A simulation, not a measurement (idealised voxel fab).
Process module, titled voxel capacitor over wiring
This is section cut - it's 245 nm across, gridded in 5 nm square cells.
For the purposes of this document, a cross-section shall be understood as a grid of square cells, specified as bands listed in top-to-bottom order, each band consisting of one or more rows of cells.
The band entry comprises the height of the band's top followed by the height of its bottom, expressed in nm, and subsequently the band's materials from left to right, each stated together with its width in nm. Where a single material is marked with the word "edge to edge", that material fills the band from edge to edge. The word "blank" represents empty space.
A quick word on heights: they are counted from 0, and under that level the wafer as it came to us is one material throughout. The lowest band is different from the rest in having no bottom; it simply continues downward, written as in "0 down".
The two numbers in a width such as "30..40" mark its ends across the band: the first belongs to the top row of cells, the second to the bottom row, and from each row to the next the width moves by the same amount.
Take "identical to before" at face value: in the step it is given for, the cross-section changed in none of its cells.
Under "Closed void entries" you'll find the enclosed gaps, the ones with no way out to the top, that are 8 cells or bigger; each reads width x height at distance, with distance counted from the left edge, everything in nm.
Note: text after step settings on the step line = simulator remark on that step.
"overlay nm" denotes, for a step that has a mask, the displacement of the mask to the right of its planned place, with negative values corresponding to the left.
The steps planned for the process are as follows
1. RECEIVE, material Si
2. CONFORMAL_DEP, material SiO2, thk nm 10
3. CONFORMAL_DEP, material SiN, thk nm 5
4. DIRECTIONAL_DEP, material SiO2, thk nm 15
5. DIRECTIONAL_DEP, material aC, thk nm 15
6. PATTERN, tone open, mask id METAL_1, material resist, width nm 25, pitch nm 75, thk nm 30, overlay nm 0
7. DIRECTIONAL_ETCH, etch materials aC, depth nm 15
8. STRIP, etch materials resist
9. DIRECTIONAL_ETCH, etch materials SiO2, depth nm 15
10. DIRECTIONAL_ETCH, etch materials SiN, depth nm 5
11. STRIP, etch materials aC
12. CONFORMAL_DEP, material TiN, thk nm 5
13. FILL_DEP, material Cu, thk nm 5
14. CMP, height nm 30
15. CONFORMAL_DEP, material SiCN, thk nm 5
16. DIRECTIONAL_DEP, material lowk, thk nm 15
17. PATTERN, tone open, mask id PLUG_1, material resist, width nm 15, thk nm 20, overlay nm 0
18. DIRECTIONAL_ETCH, etch materials lowk, depth nm 15
19. DIRECTIONAL_ETCH, etch materials SiCN, depth nm 5
20. STRIP, etch materials resist
21. CONFORMAL_DEP, material TiN, thk nm 5
22. FILL_DEP, material Ru, thk nm 10
23. CMP, height nm 50
24. DIRECTIONAL_DEP, material TiN, thk nm 10
25. DIRECTIONAL_DEP, material HfO2, thk nm 5
26. DIRECTIONAL_DEP, material TiN, thk nm 10
27. MASKED_ETCH, tone cover, mask id UPPER_PLATE, width nm 55, etch materials TiN, depth nm 10, overlay nm 0
28. MASKED_ETCH, tone cover, mask id UPPER_PLATE, width nm 55, etch materials HfO2, depth nm 5, overlay nm 0
29. PATTERN, tone cover, mask id LOWER_PLATE, material resist, width nm 65, thk nm 20, overlay nm 0
30. DIRECTIONAL_ETCH, etch materials TiN, depth nm 10
31. STRIP, etch materials resist
32. FILL_DEP, material SiO2, thk nm 15
33. CMP, height nm 85
34. DIRECTIONAL_DEP, material aC, thk nm 10
35. PATTERN, tone open, mask id PLUG_2, material resist, width nm 15, thk nm 30, overlay nm 0
36. DIRECTIONAL_ETCH, etch materials aC, depth nm 10
37. STRIP, etch materials resist
38. DIRECTIONAL_ETCH, etch materials SiO2, depth nm 10
39. STRIP, etch materials aC
40. CONFORMAL_DEP, material TiN, thk nm 5
41. FILL_DEP, material Ru, thk nm 10
42. CMP, height nm 85
43. CONFORMAL_DEP, material SiN, thk nm 5
Incoming wafer in cross-section (state: after step 1)
* 0 down | Si edge to edge
* Closed void entries: none
Looking at the first of two wafers in cross-section at end of module - ran to plan
* 90 to 85 | SiN edge to edge
* 85 to 80 | SiO2 90 nm  TiN 5 nm  Ru 5 nm  TiN 5 nm  SiO2 140 nm
* 80 to 75 | SiO2 90 nm  TiN 15 nm  SiO2 140 nm
* 75 to 65 | SiO2 80 nm  TiN 55 nm  SiO2 110 nm
* 65 to 60 | SiO2 80 nm  HfO2 55 nm  SiO2 110 nm
* 60 to 50 | SiO2 75 nm  TiN 65 nm  SiO2 105 nm
* 50 to 35 | lowk 80 nm  TiN 5 nm  Ru 5 nm  TiN 5 nm  lowk 150 nm
* 35 to 30 | SiCN 80 nm  TiN 15 nm  SiCN 150 nm
* 30 to 15 | SiO2 70 nm  TiN 5 nm  Cu 15 nm  TiN 5 nm  SiO2 50 nm  TiN 5 nm  Cu 15 nm  TiN 5 nm  SiO2 75 nm
* 15 to 10 | SiN 70 nm  TiN 25 nm  SiN 50 nm  TiN 25 nm  SiN 75 nm
* 10 to 0 | SiO2 edge to edge
* 0 down | Si edge to edge
* Closed void entries: none
Cross-section at end of module for the second wafer of two, which matched the first in starting point and plan and differed by one mistake in its processing
* 90 to 85 | SiN edge to edge
* 85 to 80 | Ru 85 nm  TiN 5 nm  SiO2 15 nm  TiN 5 nm  Ru 135 nm
* 80 to 75 | TiN 90 nm  SiO2 15 nm  TiN 140 nm
* 75 to 65 | SiO2 80 nm  TiN 55 nm  SiO2 110 nm
* 65 to 60 | SiO2 80 nm  HfO2 55 nm  SiO2 110 nm
* 60 to 50 | SiO2 75 nm  TiN 65 nm  SiO2 105 nm
* 50 to 35 | lowk 80 nm  TiN 5 nm  Ru 5 nm  TiN 5 nm  lowk 150 nm
* 35 to 30 | SiCN 80 nm  TiN 15 nm  SiCN 150 nm
* 30 to 15 | SiO2 70 nm  TiN 5 nm  Cu 15 nm  TiN 5 nm  SiO2 50 nm  TiN 5 nm  Cu 15 nm  TiN 5 nm  SiO2 75 nm
* 15 to 10 | SiN 70 nm  TiN 25 nm  SiN 50 nm  TiN 25 nm  SiN 75 nm
* 10 to 0 | SiO2 edge to edge
* 0 down | Si edge to edge
* Closed void entries: none
Against the plan, the run slipped here: step 35: run off-plan, actual operation and settings PATTERN, tone cover, mask id PLUG_2, material resist, width nm 15, thk nm 30, overlay nm 0
Final cells, second wafer relative to first, materials higher or lower: Ru +43, SiO2 -86, TiN +43
